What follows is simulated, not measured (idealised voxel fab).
Name of the process module below: voxel ribs on slabs
Cross-sectional view cut (width: 270 nm; square cell size: 5 nm).
Cross-section layout: square cells on a grid; listed as bands, top to bottom; a band spans one or more cell rows.
In this notation a band is specified by the heights of its top and bottom, in that order and in nm, after which its materials appear from left to right, each paired with its width in nm. The word "all across" attached to a single material means that material fills the band from edge to edge; the word "air" stands for empty space.
Beneath 0, the wafer as received is one material, and that level is where height counting begins. The lowest band goes on downward without a bottom; it is written like "from 0 down".
Quick explanation for "30 to 40": the width changes in equal steps down the rows of cells, from the first number in the band's top row to the second number in its bottom row.
For the purposes of this document, the phrase "nothing different" attached to a step denotes that no cell within the cross-section was modified by that step.
Closed-off voids of 8+ cells (no open route to the top) go in "Closed cavity list", written width x height at distance from the left edge, in nm.
Read whatever lies past the settings on a step's line as the simulator's own remark about the step.
overlay nm: mask offset rightward from planned place, masked step; negative means leftward offset.
-- The planned process steps are enumerated hereunder
1 RECEIVE | material Si
2 DIRECTIONAL_DEP | material SiO2 | thk nm 25
3 DIRECTIONAL_DEP | material polySi | thk nm 25
4 DIRECTIONAL_DEP | material aC | thk nm 15
5 PATTERN | tone cover | mask id RIB | material resist | width nm 20 | thk nm 30 | overlay nm -15
6 DIRECTIONAL_ETCH | etch materials aC | depth nm 15
7 STRIP | etch materials resist
8 DIRECTIONAL_ETCH | etch materials polySi | depth nm 15
9 STRIP | etch materials aC
10 MASKED_ETCH | tone cover | mask id SLAB | width nm 70 | etch materials polySi | depth nm 10 | overlay nm 0
11 FILL_DEP | material SiO2 | thk nm 30
12 CMP | height nm 70
13 DIRECTIONAL_DEP | material TiN | thk nm 10
14 MASKED_ETCH | tone cover | mask id HEATER | width nm 30 | etch materials TiN | depth nm 10 | overlay nm 0
15 CONFORMAL_DEP | material SiO2 | thk nm 10
For this document, wafers share an identical start and vary in the step 5 overlay nm; the plan quotes the first wafer's value.
-- The as-received cross-section of the first of several wafers corresponds to the state after step 1
from 0 down  Si all across
Closed cavity list: none
-- Cross-section, first of several wafers, end of module, after last step 15
from 90 to 80  air (110), SiO2 (50), air (110)
from 80 to 70  SiO2 (120), TiN (30), SiO2 (120)
from 70 to 50  SiO2 all across
from 50 to 35  SiO2 (110), polySi (20), SiO2 (140)
from 35 to 25  SiO2 (100), polySi (70), SiO2 (100)
from 25 to 0  SiO2 all across
from 0 down  Si all across
Closed cavity list: none
-- Module end, final wafer: cross-section
from 90 to 80  air (110), SiO2 (50), air (110)
from 80 to 70  SiO2 (120), TiN (30), SiO2 (120)
from 70 to 50  SiO2 all across
from 50 to 35  SiO2 (140), polySi (20), SiO2 (110)
from 35 to 25  SiO2 (100), polySi (70), SiO2 (100)
from 25 to 0  SiO2 all across
from 0 down  Si all across
Closed cavity list: none
-- Take any row and you have a wafer at the end of the module: how many cells of each material it has gained (+) or lost (-) since it was received, and then its closed voids
overlay nm -15; +832 SiO2; +12 TiN; +40 polySi; Closed cavity list: none
overlay nm -10; +832 SiO2; +12 TiN; +40 polySi; Closed cavity list: none
overlay nm -5; +832 SiO2; +12 TiN; +40 polySi; Closed cavity list: none
overlay nm 0; +832 SiO2; +12 TiN; +40 polySi; Closed cavity list: none
overlay nm 5; +832 SiO2; +12 TiN; +40 polySi; Closed cavity list: none
overlay nm 10; +832 SiO2; +12 TiN; +40 polySi; Closed cavity list: none
overlay nm 15; +832 SiO2; +12 TiN; +40 polySi; Closed cavity list: none
